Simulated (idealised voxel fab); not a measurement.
This section sets out a process module, namely voxel ribs on slabs.
The cross-section on display is named cut; it measures 190 nm wide, and its cells are 5 nm squares.
Notation: cross-section as square-cell grid; stated in bands, top first, going down; one or more cell rows per band.
Band: top height; bottom height; in nm. Then, left to right: material with width in nm, for each material. "everywhere": a single material spanning edge to edge. "empty": empty space.
The reference from which all heights are counted is 0, the level beneath which the as-received wafer is entirely one material; the lowest band, having no lower bound, proceeds downward and is written after the example "0 -> down".
Width "30..40": first value at the band's top row of cells, second value at its bottom row, equal change from row to row.
What does "no modifications" mean for a step? It means no cell of the cross-section changed in that step.
Listed in "Voids, fully enclosed": every empty space of 8 or more cells without an open way to the top. Form: width x height at distance, the distance being from the left edge, all in nm.
On each step's line, the part that comes after the settings is the simulator's own comment on the step.
overlay nm: for a step with a mask, the amount by which the mask lay right of where it was planned; a negative amount means left of it.
## Process steps (planned)
1 RECEIVE: material Si
2 DIRECTIONAL_DEP: material SiO2, thk nm 25
3 DIRECTIONAL_DEP: material SiN, thk nm 15
4 PATTERN: tone cover, mask id RIB, material resist, width nm 25, thk nm 20, overlay nm 0
5 DIRECTIONAL_ETCH: etch materials SiN, depth nm 10
6 STRIP: etch materials resist
7 MASKED_ETCH: tone cover, mask id SLAB, width nm 75, etch materials SiN, depth nm 5, overlay nm 0
8 FILL_DEP: material SiO2, thk nm 15
9 CMP: height nm 50
10 DIRECTIONAL_DEP: material W, thk nm 5
11 PATTERN: tone cover, mask id HEATER, material resist, width nm 35, thk nm 20, overlay nm 0
12 DIRECTIONAL_ETCH: etch materials W, depth nm 5
13 STRIP: etch materials resist
14 CONFORMAL_DEP: material SiN, thk nm 10
## Delivered wafer in cross-section: state after step 1
0 -> down  Si everywhere
Voids, fully enclosed: none
## End-of-module cross-section. Starting structure and process plan as above; one mistake made in running it
65 -> 60  empty: 65; SiN: 55; empty: 70
60 -> 55  SiN everywhere
55 -> 50  SiN: 75; W: 35; SiN: 80
50 -> 40  SiO2 everywhere
40 -> 30  SiO2: 70; SiN: 25; SiO2: 95
30 -> 25  SiO2: 55; SiN: 75; SiO2: 60
25 -> 0  SiO2 everywhere
0 -> down  Si everywhere
Voids, fully enclosed: none
The plan and the run diverged here: step 4 ran as: PATTERN: tone cover, mask id RIB, material resist, width nm 25, thk nm 20, overlay nm -10
